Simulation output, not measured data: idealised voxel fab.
The process module that follows is named voxel transistor to metal.
FYI the section here is cut, 295 nm wide, cells are 5 nm squares.
How to read a cross-section here: the picture is a grid of square cells, written as bands going from the top down, and any band can span one or more rows of cells. Basically the band line says how high the top is and how high the bottom is, in nm, and then what's in it from left to right, every material with its width in nm. Empty space shows up as "blank", and if a single material carries "throughout" it runs the full band edge to edge. The level at which height equals 0 is the one under which the wafer, as it arrives, is entirely one material. No lower edge exists for the bottom band, which continues downward and is notated as in "0 nm and below". Think of "30..40" as a width that walks from the first number to the second as you go down the band, top row to bottom row, taking equal-sized steps from row to row. It should be understood that the words "everything unchanged", when stated for a given step, signify that the cross-section underwent no change in any of its cells during that step. You'll see "Fully closed voids" listing empty spaces that have no way open to the top, as long as they're 8 cells or more; the notation is width x height at distance, where the distance is from the left edge, and all of it is in nm. The remark found on a step's line after its settings is issued by the simulator itself and pertains to that step. Each step line may optionally specify "overlay nm", which for a step with a mask gives the rightward distance between the mask's planned place and where it lay, a negative value indicating the leftward direction.

Planned process steps:
1: RECEIVE with material Si
2: OXIDIZE with depth nm 5
3: CONFORMAL_DEP with material SiN, thk nm 10
4: DIRECTIONAL_DEP with material aC, thk nm 15
5: PATTERN with tone cover, mask id ACTIVE, material resist, width nm 110, pitch nm 140, thk nm 30, overlay nm 0
6: DIRECTIONAL_ETCH with etch materials aC, depth nm 15
7: STRIP with etch materials resist
8: DIRECTIONAL_ETCH with etch materials SiN, depth nm 10
9: DIRECTIONAL_ETCH with etch materials SiO2, depth nm 5
10: DIRECTIONAL_ETCH with etch materials Si, depth nm 30
11: STRIP with etch materials aC
12: FILL_DEP with material SiO2, thk nm 5
13: CMP with height nm 10
14: SELECTIVE_ETCH with etch materials SiO2, depth nm 5
15: STRIP with etch materials SiN
16: SELECTIVE_ETCH with etch materials SiO2, depth nm 5
17: OXIDIZE with depth nm 5
18: DIRECTIONAL_DEP with material polySi, thk nm 30
19: DIRECTIONAL_DEP with material SiCN, thk nm 10
20: PATTERN with tone cover, mask id GATE, material resist, width nm 20, pitch nm 140, thk nm 20, overlay nm 0
21: DIRECTIONAL_ETCH with etch materials SiCN, depth nm 20
22: DIRECTIONAL_ETCH with etch materials polySi, depth nm 40
23: STRIP with etch materials resist
24: CONFORMAL_DEP with material SiO2, thk nm 5
25: DIRECTIONAL_ETCH with etch materials SiO2, depth nm 5
26: CONFORMAL_DEP with material SiN, thk nm 5
27: DIRECTIONAL_ETCH with etch materials SiN, depth nm 5
28: DIRECTIONAL_ETCH with etch materials SiO2, depth nm 5
29: DIRECTIONAL_ETCH with etch materials Si, depth nm 10
30: EPI with material SiGe, thk nm 15
31: FILL_DEP with material SiO2, thk nm 5
32: CMP with height nm 35
33: DIRECTIONAL_DEP with material SiO2, thk nm 10
34: PATTERN with tone open, mask id CONTACT, material resist, width nm 35, thk nm 15, overlay nm 0
35: DIRECTIONAL_ETCH with etch materials SiO2, depth nm 40
36: STRIP with etch materials resist
37: CONFORMAL_DEP with material TiN, thk nm 5
38: FILL_DEP with material Ru, thk nm 5
39: CMP with height nm 45
40: DIRECTIONAL_DEP with material TiN, thk nm 5
41: DIRECTIONAL_DEP with material W, thk nm 20
42: DIRECTIONAL_DEP with material aC, thk nm 10
43: PATTERN with tone cover, mask id METAL_1, material resist, width nm 20, thk nm 25, overlay nm 0
44: DIRECTIONAL_ETCH with etch materials aC, depth nm 10
45: STRIP with etch materials resist
46: DIRECTIONAL_ETCH with etch materials W, depth nm 20
47: DIRECTIONAL_ETCH with etch materials TiN, depth nm 5
48: STRIP with etch materials aC
49: CONFORMAL_DEP with material SiN, thk nm 5
50: FILL_DEP with material SiO2, thk nm 10
51: CMP with height nm 70
52: CONFORMAL_DEP with material SiCN, thk nm 5

Cross-section of the wafer upon arrival, representing the state reached after step 1:
* 0 nm and below  Si throughout
* Fully closed voids: none

Cross-section: first of two wafers, module finished, run according to plan:
* 75 nm to 70 nm  SiCN throughout
* 70 nm to 50 nm  SiO2 20, then SiN 5, then W 20, then SiN 5, then SiO2 50, then SiN 5, then W 20, then SiN 5, then SiO2 30, then SiN 5, then W 20, then SiN 5, then SiO2 50, then SiN 5, then W 20, then SiN 5, then SiO2 25
* 50 nm to 45 nm  SiN 25, then TiN 20, then SiN 60, then TiN 20, then SiN 40, then TiN 20, then SiN 60, then TiN 20, then SiN 30
* 45 nm to 35 nm  SiO2 25, then TiN 5, then Ru 25..20, then TiN 5..10, then SiO2 30, then TiN 5..10, then Ru 25..20, then TiN 5, then SiO2 40, then TiN 5, then Ru 25..20, then TiN 5..10, then SiO2 30, then TiN 5..10, then Ru 25..20, then TiN 5, then SiO2 30
* 35 nm to 25 nm  SiO2 25, then TiN 5, then Ru 20, then TiN 5, then SiN 5, then SiO2 5, then SiCN 20, then SiO2 5, then SiN 5, then TiN 5, then Ru 20, then TiN 5, then SiO2 40, then TiN 5, then Ru 20, then TiN 5, then SiN 5, then SiO2 5, then SiCN 20, then SiO2 5, then SiN 5, then TiN 5, then Ru 20, then TiN 5, then SiO2 30
* 25 nm to 10 nm  SiO2 25, then TiN 5, then Ru 20, then TiN 5, then SiN 5, then SiO2 5, then polySi 20, then SiO2 5, then SiN 5, then TiN 5, then Ru 20, then TiN 5, then SiO2 40, then TiN 5, then Ru 20, then TiN 5, then SiN 5, then SiO2 5, then polySi 20, then SiO2 5, then SiN 5, then TiN 5, then Ru 20, then TiN 5, then SiO2 30
* 10 nm to 5 nm  SiO2 25, then TiN 30, then SiN 5, then SiO2 5, then polySi 20, then SiO2 5, then SiN 5, then TiN 30, then SiO2 40, then TiN 30, then SiN 5, then SiO2 5, then polySi 20, then SiO2 5, then SiN 5, then TiN 30, then SiO2 30
* 5 nm to 0 nm  SiO2 20, then SiGe 35, then SiN 5, then SiO2 5, then polySi 20, then SiO2 5, then SiN 5, then SiGe 35, then SiO2 30, then SiGe 35, then SiN 5, then SiO2 5, then polySi 20, then SiO2 5, then SiN 5, then SiGe 35, then SiO2 25
* 0 nm to -5 nm  SiO2 20, then SiN 5, then SiGe 30, then SiN 5, then SiO2 5, then polySi 20, then SiO2 5, then SiN 5, then SiGe 30, then SiN 5, then SiO2 30, then SiN 5, then SiGe 30, then SiN 5, then SiO2 5, then polySi 20, then SiO2 5, then SiN 5, then SiGe 30, then SiN 5, then SiO2 25
* -5 nm to -10 nm  SiO2 25, then SiGe 30, then SiO2 40, then SiGe 30, then SiO2 40, then SiGe 30, then SiO2 40, then SiGe 30, then SiO2 30
* -10 nm to -20 nm  SiO2 20, then Si 5, then SiGe 30, then Si 40, then SiGe 30, then Si 5, then SiO2 30, then Si 5, then SiGe 30, then Si 40, then SiGe 30, then Si 5, then SiO2 25
* -20 nm to -35 nm  SiO2 20, then Si 110, then SiO2 30, then Si 110, then SiO2 25
* -35 nm and below  Si throughout
* Fully closed voids: none

Cross-section of the latter of the two wafers at module completion. It had an identical start and an identical plan to the former; in running it, one mistake was made:
* 75 nm to 70 nm  SiCN throughout
* 70 nm to 50 nm  SiO2 20, then SiN 5, then W 20, then SiN 5, then SiO2 50, then SiN 5, then W 20, then SiN 5, then SiO2 30, then SiN 5, then W 20, then SiN 5, then SiO2 50, then SiN 5, then W 20, then SiN 5, then SiO2 25
* 50 nm to 45 nm  SiN 25, then TiN 20, then SiN 60, then TiN 20, then SiN 40, then TiN 20, then SiN 60, then TiN 20, then SiN 30
* 45 nm to 35 nm  SiO2 25, then TiN 5, then Ru 25..20, then TiN 5..10, then SiO2 30, then TiN 5..10, then Ru 25..20, then TiN 5, then SiO2 40, then TiN 5, then Ru 25..20, then TiN 5..10, then SiO2 30, then TiN 5..10, then Ru 25..20, then TiN 5, then SiO2 30
* 35 nm to 25 nm  SiO2 25, then TiN 5, then Ru 20, then TiN 5, then SiN 5, then SiO2 5, then SiCN 20, then SiO2 5, then SiN 5, then TiN 5, then Ru 20, then TiN 5, then SiO2 40, then TiN 5, then Ru 20, then TiN 5, then SiN 5, then SiO2 5, then SiCN 20, then SiO2 5, then SiN 5, then TiN 5, then Ru 20, then TiN 5, then SiO2 30
* 25 nm to 10 nm  SiO2 25, then TiN 5, then Ru 20, then TiN 5, then SiN 5, then SiO2 5, then polySi 20, then SiO2 5, then SiN 5, then TiN 5, then Ru 20, then TiN 5, then SiO2 40, then TiN 5, then Ru 20, then TiN 5, then SiN 5, then SiO2 5, then polySi 20, then SiO2 5, then SiN 5, then TiN 5, then Ru 20, then TiN 5, then SiO2 30
* 10 nm to 5 nm  SiO2 25, then TiN 30, then SiN 5, then SiO2 5, then polySi 20, then SiO2 5, then SiN 5, then TiN 30, then SiO2 40, then TiN 30, then SiN 5, then SiO2 5, then polySi 20, then SiO2 5, then SiN 5, then TiN 30, then SiO2 30
* 5 nm to 0 nm  SiO2 25, then SiGe 30, then SiN 5, then SiO2 5, then polySi 20, then SiO2 5, then SiN 5, then SiGe 35, then SiO2 35, then SiGe 30, then SiN 5, then SiO2 5, then polySi 20, then SiO2 5, then SiN 5, then SiGe 35, then SiO2 25
* 0 nm to -5 nm  SiO2 25, then SiN 5, then SiGe 25, then SiN 5, then SiO2 5, then polySi 20, then SiO2 5, then SiN 5, then SiGe 30, then SiN 5, then SiO2 35, then SiN 5, then SiGe 25, then SiN 5, then SiO2 5, then polySi 20, then SiO2 5, then SiN 5, then SiGe 30, then SiN 5, then SiO2 25
* -5 nm to -10 nm  SiO2 30, then SiGe 25, then SiO2 40, then SiGe 30, then SiO2 45, then SiGe 25, then SiO2 40, then SiGe 30, then SiO2 30
* -10 nm to -20 nm  SiO2 25, then Si 5, then SiGe 25, then Si 40, then SiGe 30, then Si 5, then SiO2 35, then Si 5, then SiGe 25, then Si 40, then SiGe 30, then Si 5, then SiO2 25
* -20 nm to -35 nm  SiO2 25, then Si 105, then SiO2 35, then Si 105, then SiO2 25
* -35 nm and below  Si throughout
* Fully closed voids: none
what went wrong: step 5 did not use the planned setting and instead ran as PATTERN with tone cover, mask id ACTIVE, material resist, width nm 105, pitch nm 140, thk nm 30, overlay nm 0
Counted in cells at the end, the second wafer holds more or fewer of these materials than the first: -6 Si, -10 SiGe, +16 SiO2
